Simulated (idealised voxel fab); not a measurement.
The following is a process module called voxel transistor to metal.
In the cross-section labelled cut, the width is 150 nm and each square cell is 5 nm.
When this document writes out a cross-section, it uses a grid of square cells and lists it as bands, beginning at the top and moving down, with a band standing for one or more rows of cells. Basically the band line says how high the top is and how high the bottom is, in nm, and then what's in it from left to right, every material with its width in nm. Empty space shows up as "blank", and if a single material carries "everywhere" it runs the full band edge to edge. All heights in this document are referenced to 0, defined as the level beneath which the wafer, as received, consists entirely of one material. The lowest band is not bounded below; it extends indefinitely downward and is written in the form "0 down". Think of "30 to 40" as a width that walks from the first number to the second as you go down the band, top row to bottom row, taking equal-sized steps from row to row. "no alteration" (step): cross-section cells unchanged, all of them. The label "Voids lacking openings" introduces a list of the empty spaces, 8 cells or larger, that have no open way up to the top; each entry in it reads width x height at distance, where the distance is taken from the left edge and all three are stated in nm. Whatever follows a step's settings on its line is a remark the simulator itself makes about that step. Among the settings permitted on a step's line is "overlay nm"; applied to a step with a mask, it specifies the extent to which the mask lay to the right of its planned position, whereas a negative figure signifies a position to the left.

Set out below are the planned steps of the process
1) op RECEIVE | material Si
2) op CONFORMAL_DEP | material SiO2 | thk nm 5
3) op CONFORMAL_DEP | material SiN | thk nm 10
4) op PATTERN | tone cover | mask id ACTIVE | material resist | width nm 95 | thk nm 15 | overlay nm 0
5) op DIRECTIONAL_ETCH | etch materials SiN | depth nm 10
6) op DIRECTIONAL_ETCH | etch materials SiO2 | depth nm 5
7) op DIRECTIONAL_ETCH | etch materials Si | depth nm 25
8) op STRIP | etch materials resist
9) op OXIDIZE | depth nm 5
10) op FILL_DEP | material SiO2 | thk nm 10
11) op CMP | height nm 15
12) op SELECTIVE_ETCH | etch materials SiO2 | depth nm 5
13) op STRIP | etch materials SiN
14) op SELECTIVE_ETCH | etch materials SiO2 | depth nm 5
15) op OXIDIZE | depth nm 5
16) op DIRECTIONAL_DEP | material polySi | thk nm 30
17) op DIRECTIONAL_DEP | material SiCN | thk nm 10
18) op MASKED_ETCH | tone cover | mask id GATE | width nm 15 | etch materials SiCN | depth nm 20 | overlay nm 0
19) op MASKED_ETCH | tone cover | mask id GATE | width nm 15 | etch materials polySi | depth nm 40 | overlay nm 0
20) op CONFORMAL_DEP | material SiN | thk nm 10
21) op DIRECTIONAL_ETCH | etch materials SiN | depth nm 10
22) op DIRECTIONAL_ETCH | etch materials SiO2 | depth nm 5
23) op DIRECTIONAL_ETCH | etch materials Si | depth nm 10
24) op EPI | material pSi | thk nm 10
25) op FILL_DEP | material SiO2 | thk nm 5
26) op CMP | height nm 40
27) op DIRECTIONAL_DEP | material SiO2 | thk nm 15
28) op MASKED_ETCH | tone open | mask id CONTACT | width nm 20 | pitch nm 65 | etch materials SiO2 | depth nm 60 | overlay nm 0
29) op CONFORMAL_DEP | material TiN | thk nm 5
30) op FILL_DEP | material Ru | thk nm 5
31) op CMP | height nm 55
32) op CONFORMAL_DEP | material SiCN | thk nm 5
33) op DIRECTIONAL_DEP | material SiO2 | thk nm 20
34) op PATTERN | tone open | mask id METAL_1 | material resist | width nm 20 | pitch nm 65 | thk nm 15 | overlay nm 0
35) op DIRECTIONAL_ETCH | etch materials SiO2 | depth nm 20
36) op DIRECTIONAL_ETCH | etch materials SiCN | depth nm 5
37) op STRIP | etch materials resist
38) op CONFORMAL_DEP | material TiN | thk nm 5
39) op FILL_DEP | material Cu | thk nm 5
40) op CMP | height nm 80
41) op CONFORMAL_DEP | material SiN | thk nm 5

Cross-section of the incoming wafer, state after step 1
> 0 down  Si everywhere
> Voids lacking openings: none

Run as planned - first of the two wafers cross-sectioned at the end of the module
> 85 to 80  SiN everywhere
> 80 to 60  SiO2: 30 / TiN: 5 / Cu: 10 / TiN: 5 / SiO2: 45 / TiN: 5 / Cu: 10 / TiN: 5 / SiO2: 35
> 60 to 55  SiCN: 30 / TiN: 20 / SiCN: 45 / TiN: 20 / SiCN: 35
> 55 to 40  SiO2: 30 / TiN: 5 / Ru: 10 / TiN: 5 / SiO2: 45 / TiN: 5 / Ru: 10 / TiN: 5 / SiO2: 35
> 40 to 30  SiO2: 30 / TiN: 5 / Ru: 10 / TiN: 5 / SiO2: 5 / SiN: 10 / SiCN: 15 / SiN: 10 / SiO2: 5 / TiN: 5 / Ru: 10 / TiN: 5 / SiO2: 35
> 30 to 10  SiO2: 30 / TiN: 5 / Ru: 10 / TiN: 5 / SiO2: 5 / SiN: 10 / polySi: 15 / SiN: 10 / SiO2: 5 / TiN: 5 / Ru: 10 / TiN: 5 / SiO2: 35
> 10 to 5  SiO2: 30 / TiN: 5 / Ru: 5 / TiN: 10 / SiO2: 5 / SiN: 10 / polySi: 15 / SiN: 10 / SiO2: 5 / TiN: 10 / Ru: 5 / TiN: 5 / SiO2: 35
> 5 to 0  SiO2: 20 / SiN: 10 / TiN: 5 / Ru: 5 / TiN: 5 / pSi: 10 / SiN: 10 / polySi: 15 / SiN: 10 / pSi: 10 / TiN: 5 / Ru: 5 / TiN: 5 / SiN: 10 / SiO2: 25
> 0 to -5  SiO2: 30 / TiN: 15 / pSi: 10 / SiO2: 35 / pSi: 10 / TiN: 15 / SiO2: 35
> -5 to -15  SiO2: 30 / pSi: 25 / Si: 35 / pSi: 25 / SiO2: 35
> -15 to -30  SiO2: 30 / Si: 85 / SiO2: 35
> -30 down  Si everywhere
> Voids lacking openings: none

Wafer two (of two), end-of-module cross-section: start = wafer one, plan = wafer one, one run mistake
> 85 to 80  SiN everywhere
> 80 to 60  SiO2: 30 / TiN: 5 / Cu: 10 / TiN: 5 / SiO2: 45 / TiN: 5 / Cu: 10 / TiN: 5 / SiO2: 35
> 60 to 55  SiCN: 30 / TiN: 20 / SiCN: 45 / TiN: 20 / SiCN: 35
> 55 to 40  Cu everywhere
> 40 to 30  SiO2: 55 / SiN: 10 / SiCN: 15 / SiN: 10 / SiO2: 60
> 30 to 5  SiO2: 55 / SiN: 10 / polySi: 15 / SiN: 10 / SiO2: 60
> 5 to 0  SiO2: 20 / SiN: 10 / SiO2: 15 / pSi: 10 / SiN: 10 / polySi: 15 / SiN: 10 / pSi: 10 / SiO2: 15 / SiN: 10 / SiO2: 25
> 0 to -5  SiO2: 45 / pSi: 10 / SiO2: 35 / pSi: 10 / SiO2: 50
> -5 to -15  SiO2: 30 / pSi: 25 / Si: 35 / pSi: 25 / SiO2: 35
> -15 to -30  SiO2: 30 / Si: 85 / SiO2: 35
> -30 down  Si everywhere
> Voids lacking openings: none
Want to know what went wrong? planned and actual differ for step 27; actual: op DIRECTIONAL_DEP | material Cu | thk nm 15
Per the end-of-run cell counts, the second wafer holds more or fewer of some materials than the first: 90 more of Cu; 40 fewer of Ru; 2 more of SiO2; 52 fewer of TiN
